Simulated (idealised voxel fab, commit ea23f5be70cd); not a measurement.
process module | voxel ribs on slabs
cross-section cut | 155 nm wide | cells 5 nm
A cross-section is a grid of square cells, given in bands from the top down. A band is one or more rows of cells.
Each band's line starts with the height of the band's top and of its bottom, in nm. Then come its materials from left to right, each with its width in nm. One material with "throughout" fills the band from edge to edge. "air" is empty space.
Height 0 is the level under which the wafer as received is all one material. The lowest band goes on downwards, as in "0 down".
A width such as "30 to 40" changes by the same amount from each row of cells to the next, from the band's top row to its bottom row.
"no change" after a step means that no cell of the cross-section changed.
closed voids: empty space of 8 cells or more with no open way to the top, each as width x height at its distance from the left edge, in nm
after a step's settings: what the simulator itself notes on the step
overlay nm, on a step with a mask: how far to the right of its planned place the mask lay; to the left if negative
plan
1 op RECEIVE | material Si
2 op DIRECTIONAL_DEP | material SiO2 | thk nm 20
3 op DIRECTIONAL_DEP | material polySi | thk nm 20
4 op PATTERN | tone cover | mask id RIB | material resist | width nm 15 | thk nm 15 | overlay nm 0
5 op DIRECTIONAL_ETCH | etch materials polySi | depth nm 5
6 op STRIP | etch materials resist
7 op MASKED_ETCH | tone cover | mask id SLAB | width nm 75 | etch materials polySi | depth nm 15 | overlay nm 0
8 op FILL_DEP | material SiO2 | thk nm 30
9 op CMP | height nm 60
10 op DIRECTIONAL_DEP | material W | thk nm 5
11 op DIRECTIONAL_DEP | material aC | thk nm 15
12 op PATTERN | tone cover | mask id HEATER | material resist | width nm 25 | thk nm 35 | overlay nm 0
13 op DIRECTIONAL_ETCH | etch materials aC | depth nm 15
14 op STRIP | etch materials resist
15 op DIRECTIONAL_ETCH | etch materials W | depth nm 5
16 op STRIP | etch materials aC
17 op CONFORMAL_DEP | material SiN | thk nm 10
as received, after step 1
  0 down: Si throughout
  closed voids: none
a wafer at the end: this start, this plan, one mistake
  75 to 70: air 55 | SiN 50 | air 50
  70 to 65: SiN throughout
  65 to 60: SiN 65 | W 30 | SiN 60
  60 to 40: SiO2 throughout
  40 to 35: SiO2 70 | polySi 15 | SiO2 70
  35 to 20: SiO2 40 | polySi 75 | SiO2 40
  20 to 0: SiO2 throughout
  0 down: Si throughout
  closed voids: none
what went wrong: step 12 ran as: op PATTERN | tone cover | mask id HEATER | material resist | width nm 30 | thk nm 35 | overlay nm 0
